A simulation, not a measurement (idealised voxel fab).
Module name: voxel self aligned vias (process module)
Section cut is 220 nm wide and gridded with 5 nm square cells.
Cross-section format: a grid of square cells, given as bands from top to bottom; each band is one or more rows of cells.
Within each band entry, the heights of the top and of the bottom of the band appear first, in that order and in nm; the materials of the band then follow from left to right, each with its corresponding width in nm. The designation "edge to edge" on a single material indicates that it fills the band from edge to edge; the designation "blank" indicates empty space.
Measure heights from 0. That's the level where, below it, the as-received wafer is all one material. The lowest band is bottomless and extends downward; write it as in "from 0 down".
Top row gets the first number, bottom row gets the second, and each row in between changes by the same step: that is how a band width like "30..40" works.
Basically "nothing was modified" means that step didn't change any cell in the cross-section.
The entry titled "Voids lacking openings" provides the empty spaces that have no open way to the top, restricted to those of 8 cells or more. Each is presented as width x height at distance, the distance being measured from the left edge, with all three in nm.
Post-settings text on a step line: simulator's own remark regarding the step.
The "overlay nm" setting may appear on a step's line; for a step that uses a mask, it gives how far to the right of its planned position the mask lay, and a negative value indicates the left.

-- These are the steps we planned for the process
1) RECEIVE (material Si)
2) CONFORMAL_DEP (material SiO2; thk nm 15)
3) CONFORMAL_DEP (material SiCN; thk nm 5)
4) DIRECTIONAL_DEP (material lowk; thk nm 30)
5) DIRECTIONAL_DEP (material aC; thk nm 15)
6) PATTERN (tone open; mask id LINES; material resist; width nm 15; pitch nm 65; thk nm 35; overlay nm 0)
7) DIRECTIONAL_ETCH (etch materials aC; depth nm 15)
8) STRIP (etch materials resist)
9) DIRECTIONAL_ETCH (etch materials lowk; depth nm 30)
10) STRIP (etch materials aC)
11) CONFORMAL_DEP (material TiN; thk nm 5)
12) FILL_DEP (material W; thk nm 5)
13) CMP (height nm 50)
14) SELECTIVE_ETCH (etch materials W Ru TiN; depth nm 5)
15) FILL_DEP (material SiN; thk nm 5)
16) CMP (height nm 50)
17) DIRECTIONAL_DEP (material lowk; thk nm 15)
18) MASKED_ETCH (tone open; mask id VIAS; width nm 40; pitch nm 65; etch materials lowk; depth nm 15; overlay nm 0)
19) MASKED_ETCH (tone open; mask id VIAS; width nm 40; pitch nm 65; etch materials SiN; depth nm 5; overlay nm 0)
20) CONFORMAL_DEP (material TiN; thk nm 5)
21) FILL_DEP (material Cu; thk nm 5)
22) CMP (height nm 65)
23) CONFORMAL_DEP (material SiN; thk nm 5)
Wafer-to-wafer difference: width nm, step 6. Common start. Plan = first wafer's value.

-- Cross-section of the first of several wafers as received (after step 1)
  from 0 down | Si edge to edge
  Voids lacking openings: none

-- Cross-section of the first of several wafers once the module has run through its last step, step 23
  from 70 to 65 | SiN edge to edge
  from 65 to 55 | lowk (55), then TiN (5), then Cu (30), then TiN (5), then lowk (25), then TiN (5), then Cu (30), then TiN (5), then lowk (60)
  from 55 to 50 | lowk (55), then TiN (20), then Cu (5), then TiN (15), then lowk (25), then TiN (20), then Cu (5), then TiN (15), then lowk (60)
  from 50 to 45 | lowk (70), then TiN (15), then lowk (50), then TiN (15), then lowk (70)
  from 45 to 25 | lowk (70), then TiN (5), then W (5), then TiN (5), then lowk (50), then TiN (5), then W (5), then TiN (5), then lowk (70)
  from 25 to 20 | lowk (70), then TiN (15), then lowk (50), then TiN (15), then lowk (70)
  from 20 to 15 | SiCN edge to edge
  from 15 to 0 | SiO2 edge to edge
  from 0 down | Si edge to edge
  Voids lacking openings: none

-- End of module: cross-section, last of several wafers
  from 70 to 65 | SiN edge to edge
  from 65 to 55 | lowk (55), then TiN (5), then Cu (30), then TiN (5), then lowk (25), then TiN (5), then Cu (30), then TiN (5), then lowk (60)
  from 55 to 50 | lowk (55), then TiN (10), then Cu (25), then TiN (5), then lowk (25), then TiN (10), then Cu (25), then TiN (5), then lowk (60)
  from 50 to 45 | lowk (60), then TiN (35), then lowk (30), then TiN (35), then lowk (60)
  from 45 to 25 | lowk (60), then TiN (5), then W (25), then TiN (5), then lowk (30), then TiN (5), then W (25), then TiN (5), then lowk (60)
  from 25 to 20 | lowk (60), then TiN (35), then lowk (30), then TiN (35), then lowk (60)
  from 20 to 15 | SiCN edge to edge
  from 15 to 0 | SiO2 edge to edge
  from 0 down | Si edge to edge
  Voids lacking openings: none

-- Row per wafer, end-of-module: cell gain (+)/loss (-) by material since the wafer came in, then closed voids
width nm 15, +26 Cu, +44 SiCN, +44 SiN, +132 SiO2, +50 TiN, +8 W, +312 lowk, Voids lacking openings: none
width nm 20, +28 Cu, +44 SiCN, +44 SiN, +132 SiO2, +52 TiN, +16 W, +300 lowk, Voids lacking openings: none
width nm 25, +30 Cu, +44 SiCN, +44 SiN, +132 SiO2, +54 TiN, +24 W, +288 lowk, Voids lacking openings: none
width nm 30, +32 Cu, +44 SiCN, +44 SiN, +132 SiO2, +56 TiN, +32 W, +276 lowk, Voids lacking openings: none
width nm 35, +34 Cu, +44 SiCN, +44 SiN, +132 SiO2, +58 TiN, +40 W, +264 lowk, Voids lacking openings: none
